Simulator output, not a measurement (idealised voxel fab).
The following is a process module called voxel air gaps.
Square cells of 5 nm make up the cross-section cut, whose width is 300 nm.
If you're reading a cross-section in this doc, picture square cells in a grid; it comes to you as bands, top ones listed first down to the bottom, and a band can be one or more rows of cells.
A band entry consists of two parts. The first gives the height of the band's top and the height of its bottom, in nm. The rest lists the band's materials from left to right, each with its width in nm. A single material labelled with the word "throughout" fills the band from edge to edge, and the word "empty" marks empty space.
Height datum 0, below which the as-received substrate wafer is one material. Lowest band open at the bottom, running downward: "0 and below".
Width: "30->40" (first number = top row, second number = bottom row, same change from row to row of cells).
Basically "no modification" means that step didn't change any cell in the cross-section.
What "Internal closed voids" gives you is every empty space of 8 cells or more that is cut off from the top. Each appears as width x height at distance, with the distance taken from the left edge and width, height and distance all in nm.
What comes after the settings on a step's line is commentary from the simulator itself on that step.
Each step line may optionally specify "overlay nm", which for a step with a mask gives the rightward distance between the mask's planned place and where it lay, a negative value indicating the leftward direction.

### Process steps (planned)
1,RECEIVE with material Si
2,CONFORMAL_DEP with material SiO2, thk nm 15
3,CONFORMAL_DEP with material SiCN, thk nm 5
4,DIRECTIONAL_DEP with material lowk, thk nm 30
5,PATTERN with tone open, mask id LINES, material resist, width nm 25, pitch nm 55, thk nm 20, overlay nm 0
6,DIRECTIONAL_ETCH with etch materials lowk, depth nm 30
7,STRIP with etch materials resist
8,CONFORMAL_DEP with material TiN, thk nm 5
9,FILL_DEP with material W, thk nm 5
10,CMP with height nm 50
11,EPI with material Ru, thk nm 10
12,SELECTIVE_ETCH with etch materials lowk, depth nm 40
13,CONFORMAL_DEP with material SiCN, thk nm 5

### First of two wafers, with the run carried out as planned

### Cross-section of the wafer at receipt, which is the condition after step 1
    0 and below | Si throughout
    Internal closed voids: none

### Step 2 done - wafer cross-section
    15 down to 0 | SiO2 throughout
    All layers under 0 are left as they were.

### Step 3 done - wafer cross-section
    20 down to 15 | SiCN throughout
    All layers under 15 are left as they were.

### Step 4 done - wafer cross-section
    50 down to 20 | lowk throughout
    All layers under 20 are left as they were.

### Step 5 done - wafer cross-section
    70 down to 50 | 55 nm resist / 25 nm empty / 30 nm resist / 25 nm empty / 30 nm resist / 25 nm empty / 30 nm resist / 25 nm empty / 55 nm resist
    All layers under 50 are left as they were.

### Step 6 done - wafer cross-section
    70 down to 50 | 55 nm resist / 25 nm empty / 30 nm resist / 25 nm empty / 30 nm resist / 25 nm empty / 30 nm resist / 25 nm empty / 55 nm resist
    50 down to 20 | 55 nm lowk / 25 nm empty / 30 nm lowk / 25 nm empty / 30 nm lowk / 25 nm empty / 30 nm lowk / 25 nm empty / 55 nm lowk
    All layers under 20 are left as they were.

### Step 7 done - wafer cross-section
    50 down to 20 | 55 nm lowk / 25 nm empty / 30 nm lowk / 25 nm empty / 30 nm lowk / 25 nm empty / 30 nm lowk / 25 nm empty / 55 nm lowk
    All layers under 20 are left as they were.

### Step 8 done - wafer cross-section
    55 down to 50 | 60 nm TiN / 15 nm empty / 40 nm TiN / 15 nm empty / 40 nm TiN / 15 nm empty / 40 nm TiN / 15 nm empty / 60 nm TiN
    50 down to 25 | 55 nm lowk / 5 nm TiN / 15 nm empty / 5 nm TiN / 30 nm lowk / 5 nm TiN / 15 nm empty / 5 nm TiN / 30 nm lowk / 5 nm TiN / 15 nm empty / 5 nm TiN / 30 nm lowk / 5 nm TiN / 15 nm empty / 5 nm TiN / 55 nm lowk
    25 down to 20 | 55 nm lowk / 25 nm TiN / 30 nm lowk / 25 nm TiN / 30 nm lowk / 25 nm TiN / 30 nm lowk / 25 nm TiN / 55 nm lowk
    All layers under 20 are left as they were.

### Step 9 done - wafer cross-section
    60 down to 55 | W throughout
    55 down to 50 | 60 nm TiN / 15 nm W / 40 nm TiN / 15 nm W / 40 nm TiN / 15 nm W / 40 nm TiN / 15 nm W / 60 nm TiN
    50 down to 25 | 55 nm lowk / 5 nm TiN / 15 nm W / 5 nm TiN / 30 nm lowk / 5 nm TiN / 15 nm W / 5 nm TiN / 30 nm lowk / 5 nm TiN / 15 nm W / 5 nm TiN / 30 nm lowk / 5 nm TiN / 15 nm W / 5 nm TiN / 55 nm lowk
    All layers under 25 are left as they were.

### Step 10 done - wafer cross-section
    50 down to 25 | 55 nm lowk / 5 nm TiN / 15 nm W / 5 nm TiN / 30 nm lowk / 5 nm TiN / 15 nm W / 5 nm TiN / 30 nm lowk / 5 nm TiN / 15 nm W / 5 nm TiN / 30 nm lowk / 5 nm TiN / 15 nm W / 5 nm TiN / 55 nm lowk
    All layers under 25 are left as they were.

### Step 11 done - wafer cross-section
    60 down to 50 | 45 nm empty / 45 nm Ru / 10 nm empty / 45 nm Ru / 10 nm empty / 45 nm Ru / 10 nm empty / 45 nm Ru / 45 nm empty
    All layers under 50 are left as they were.

### Step 12 done - wafer cross-section
    60 down to 50 | 45 nm empty / 45 nm Ru / 10 nm empty / 45 nm Ru / 10 nm empty / 45 nm Ru / 10 nm empty / 45 nm Ru / 45 nm empty
    50 down to 25 | 55 nm empty / 5 nm TiN / 15 nm W / 5 nm TiN / 30 nm empty / 5 nm TiN / 15 nm W / 5 nm TiN / 30 nm empty / 5 nm TiN / 15 nm W / 5 nm TiN / 30 nm empty / 5 nm TiN / 15 nm W / 5 nm TiN / 55 nm empty
    25 down to 20 | 55 nm empty / 25 nm TiN / 30 nm empty / 25 nm TiN / 30 nm empty / 25 nm TiN / 30 nm empty / 25 nm TiN / 55 nm empty
    All layers under 20 are left as they were.

### Step 13 done - wafer cross-section
    65 down to 60 | 40 nm empty / 220 nm SiCN / 40 nm empty
    60 down to 50 | 40 nm empty / 5 nm SiCN / 45 nm Ru / 10 nm SiCN / 45 nm Ru / 10 nm SiCN / 45 nm Ru / 10 nm SiCN / 45 nm Ru / 5 nm SiCN / 40 nm empty
    50 down to 45 | 40 nm empty / 15 nm SiCN / 5 nm TiN / 15 nm W / 5 nm TiN / 30 nm SiCN / 5 nm TiN / 15 nm W / 5 nm TiN / 30 nm SiCN / 5 nm TiN / 15 nm W / 5 nm TiN / 30 nm SiCN / 5 nm TiN / 15 nm W / 5 nm TiN / 15 nm SiCN / 40 nm empty
    45 down to 25 | 50 nm empty / 5 nm SiCN / 5 nm TiN / 15 nm W / 5 nm TiN / 5 nm SiCN / 20 nm empty / 5 nm SiCN / 5 nm TiN / 15 nm W / 5 nm TiN / 5 nm SiCN / 20 nm empty / 5 nm SiCN / 5 nm TiN / 15 nm W / 5 nm TiN / 5 nm SiCN / 20 nm empty / 5 nm SiCN / 5 nm TiN / 15 nm W / 5 nm TiN / 5 nm SiCN / 50 nm empty
    25 down to 20 | 55 nm SiCN / 25 nm TiN / 30 nm SiCN / 25 nm TiN / 30 nm SiCN / 25 nm TiN / 30 nm SiCN / 25 nm TiN / 55 nm SiCN
    All layers under 20 are left as they were.
    Internal closed voids: 20 x 20 at 85; 20 x 20 at 140; 20 x 20 at 195

### Wafer two: like wafer one in start and plan, but with one mistake in execution; identical up to and including step 3

### Second wafer profile in section, at the moment step 4 of the plan was meant to be complete
    45 down to 20 | lowk throughout
    All layers under 20 are left as they were.

### Second wafer profile in section, at the moment step 5 of the plan was meant to be complete
    65 down to 45 | 55 nm resist / 25 nm empty / 30 nm resist / 25 nm empty / 30 nm resist / 25 nm empty / 30 nm resist / 25 nm empty / 55 nm resist
    All layers under 45 are left as they were.

### Second wafer profile in section, at the moment step 6 of the plan was meant to be complete
    65 down to 45 | 55 nm resist / 25 nm empty / 30 nm resist / 25 nm empty / 30 nm resist / 25 nm empty / 30 nm resist / 25 nm empty / 55 nm resist
    45 down to 20 | 55 nm lowk / 25 nm empty / 30 nm lowk / 25 nm empty / 30 nm lowk / 25 nm empty / 30 nm lowk / 25 nm empty / 55 nm lowk
    All layers under 20 are left as they were.

### Second wafer profile in section, at the moment step 7 of the plan was meant to be complete
    45 down to 20 | 55 nm lowk / 25 nm empty / 30 nm lowk / 25 nm empty / 30 nm lowk / 25 nm empty / 30 nm lowk / 25 nm empty / 55 nm lowk
    All layers under 20 are left as they were.

### Second wafer profile in section, at the moment step 8 of the plan was meant to be complete
    50 down to 45 | 60 nm TiN / 15 nm empty / 40 nm TiN / 15 nm empty / 40 nm TiN / 15 nm empty / 40 nm TiN / 15 nm empty / 60 nm TiN
    45 down to 25 | 55 nm lowk / 5 nm TiN / 15 nm empty / 5 nm TiN / 30 nm lowk / 5 nm TiN / 15 nm empty / 5 nm TiN / 30 nm lowk / 5 nm TiN / 15 nm empty / 5 nm TiN / 30 nm lowk / 5 nm TiN / 15 nm empty / 5 nm TiN / 55 nm lowk
    25 down to 20 | 55 nm lowk / 25 nm TiN / 30 nm lowk / 25 nm TiN / 30 nm lowk / 25 nm TiN / 30 nm lowk / 25 nm TiN / 55 nm lowk
    All layers under 20 are left as they were.

### Second wafer profile in section, at the moment step 9 of the plan was meant to be complete
    55 down to 50 | W throughout
    50 down to 45 | 60 nm TiN / 15 nm W / 40 nm TiN / 15 nm W / 40 nm TiN / 15 nm W / 40 nm TiN / 15 nm W / 60 nm TiN
    45 down to 25 | 55 nm lowk / 5 nm TiN / 15 nm W / 5 nm TiN / 30 nm lowk / 5 nm TiN / 15 nm W / 5 nm TiN / 30 nm lowk / 5 nm TiN / 15 nm W / 5 nm TiN / 30 nm lowk / 5 nm TiN / 15 nm W / 5 nm TiN / 55 nm lowk
    All layers under 25 are left as they were.

### Second wafer profile in section, at the moment step 10 of the plan was meant to be complete
    50 down to 45 | 60 nm TiN / 15 nm W / 40 nm TiN / 15 nm W / 40 nm TiN / 15 nm W / 40 nm TiN / 15 nm W / 60 nm TiN
    All layers under 45 are left as they were.

### Second wafer profile in section, at the moment step 11 of the plan was meant to be complete
    60 down to 50 | Ru throughout
    All layers under 50 are left as they were.

Second wafer profile in section, at the moment step 12 of the plan was meant to be complete: no modification

### Second wafer profile in section, at the moment step 13 of the plan was meant to be complete
    65 down to 60 | SiCN throughout
    All layers under 60 are left as they were.
The plan and the run diverged here: step 4 did not happen as planned, as run it was DIRECTIONAL_DEP with material lowk, thk nm 25
Per the end-of-run cell counts, the second wafer holds more or fewer of some materials than the first: Ru +48, SiCN -96, TiN +40, lowk +200
Upon completion, the first wafer exhibits 3 closed voids and the second wafer exhibits 0.
